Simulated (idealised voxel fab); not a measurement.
The following process module bears the name voxel wiring stack.
Displayed cross-section: cut, width of 195 nm, square cells sized 5 nm.
If you're reading a cross-section in this doc, picture square cells in a grid; it comes to you as bands, top ones listed first down to the bottom, and a band can be one or more rows of cells. It is stipulated that each band's entry specify, in nanometres, the height of the top of the band and then that of its bottom, followed by the materials of the band in left-to-right sequence, each together with its width in nanometres. A single material marked by the word "edge to edge" is understood to fill the band from edge to edge; the word "empty" is understood to denote empty space. Height 0 is the level under which the wafer as received is all one material. The lowest band goes on downwards, as in "z 0 and below". Think of "30->40" as a width that walks from the first number to the second as you go down the band, top row to bottom row, taking equal-sized steps from row to row. It should be understood that the words "everything unchanged", when stated for a given step, signify that the cross-section underwent no change in any of its cells during that step. "Non-vented voids": empty spaces of 8 cells or more with no open way to the top, each given as width x height at distance, distance from the left edge, all in nm. On a step's line, text after the settings is the simulator commenting on that step. overlay nm: right-of-plan distance of the mask on a masked step; negative values mean left-of-plan.
## The following list gives the planned process steps
- 1: RECEIVE: material Si
- 2: CONFORMAL_DEP: material SiO2, thk nm 15
- 3: CONFORMAL_DEP: material SiN, thk nm 5
- 4: DIRECTIONAL_DEP: material lowk, thk nm 25
- 5: PATTERN: tone open, mask id METAL_1, material resist, width nm 25, pitch nm 45, thk nm 20, overlay nm 0
- 6: DIRECTIONAL_ETCH: etch materials lowk, depth nm 25
- 7: DIRECTIONAL_ETCH: etch materials SiN, depth nm 5
- 8: STRIP: etch materials resist
- 9: CONFORMAL_DEP: material TiN, thk nm 5
- 10: FILL_DEP: material Cu, thk nm 5
- 11: CMP: height nm 45
- 12: CONFORMAL_DEP: material SiCN, thk nm 5
- 13: DIRECTIONAL_DEP: material SiO2, thk nm 10
- 14: MASKED_ETCH: tone open, mask id PLUG_1, width nm 15, pitch nm 90, etch materials SiO2, depth nm 10, overlay nm 0
- 15: MASKED_ETCH: tone open, mask id PLUG_1, width nm 15, pitch nm 90, etch materials SiCN, depth nm 5, overlay nm 0
- 16: EPI: material Ru, thk nm 10
- 17: EPI: material Ru, thk nm 5
- 18: CONFORMAL_DEP: material SiN, thk nm 5
- 19: DIRECTIONAL_DEP: material lowk, thk nm 15
- 20: PATTERN: tone open, mask id METAL_2, material resist, width nm 25, pitch nm 45, thk nm 15, overlay nm 0
- 21: DIRECTIONAL_ETCH: etch materials lowk, depth nm 15
- 22: DIRECTIONAL_ETCH: etch materials SiN, depth nm 5
- 23: STRIP: etch materials resist
- 24: CONFORMAL_DEP: material TiN, thk nm 5
- 25: FILL_DEP: material Cu, thk nm 5
- 26: CMP: height nm 80
- 27: CONFORMAL_DEP: material SiCN, thk nm 5
## Step 1 complete: cross-section of the wafer as received
- z 0 and below  Si edge to edge
- Non-vented voids: none
## Wafer cross-section at module end: first of two, run to plan
- z 85 to 80  SiCN edge to edge
- z 80 to 65  15 lowk  5 TiN  15 Cu  5 TiN  20 lowk  5 TiN  15 Cu  5 TiN  20 lowk  5 TiN  15 Cu  5 TiN  20 lowk  5 TiN  15 Cu  5 TiN  20 lowk
- z 65 to 60  15 SiN  25 TiN  20 SiN  25 TiN  20 SiN  25 TiN  20 SiN  25 TiN  20 SiN
- z 60 to 50  15 SiO2  15 Ru  75 SiO2  15 Ru  75 SiO2
- z 50 to 45  15 SiCN  15 Ru  75 SiCN  15 Ru  75 SiCN
- z 45 to 20  15 lowk  5 TiN  15 Cu  5 TiN  20 lowk  5 TiN  15 Cu  5 TiN  20 lowk  5 TiN  15 Cu  5 TiN  20 lowk  5 TiN  15 Cu  5 TiN  20 lowk
- z 20 to 15  15 SiN  25 TiN  20 SiN  25 TiN  20 SiN  25 TiN  20 SiN  25 TiN  20 SiN
- z 15 to 0  SiO2 edge to edge
- z 0 and below  Si edge to edge
- Non-vented voids: none
## Here's the second of our two wafers sectioned at module end. Same start as the first, same plan, but one mistake got made running it
- z 85 to 80  Cu edge to edge
- z 80 to 65  15 lowk  5 TiN  15 Cu  5 TiN  20 lowk  5 TiN  15 Cu  5 TiN  20 lowk  5 TiN  15 Cu  5 TiN  20 lowk  5 TiN  15 Cu  5 TiN  20 lowk
- z 65 to 60  15 SiN  25 TiN  20 SiN  25 TiN  20 SiN  25 TiN  20 SiN  25 TiN  20 SiN
- z 60 to 50  15 SiO2  15 Ru  75 SiO2  15 Ru  75 SiO2
- z 50 to 45  15 SiCN  15 Ru  75 SiCN  15 Ru  75 SiCN
- z 45 to 20  15 lowk  5 TiN  15 Cu  5 TiN  20 lowk  5 TiN  15 Cu  5 TiN  20 lowk  5 TiN  15 Cu  5 TiN  20 lowk  5 TiN  15 Cu  5 TiN  20 lowk
- z 20 to 15  15 SiN  25 TiN  20 SiN  25 TiN  20 SiN  25 TiN  20 SiN  25 TiN  20 SiN
- z 15 to 0  SiO2 edge to edge
- z 0 and below  Si edge to edge
- Non-vented voids: none
Nonconformance to the process plan: step 27 changed vs plan, executed as CONFORMAL_DEP: material Cu, thk nm 5
FYI, end of process, the second wafer has more or fewer cells of some materials than the first: Cu: 39 more, SiCN: 39 fewer
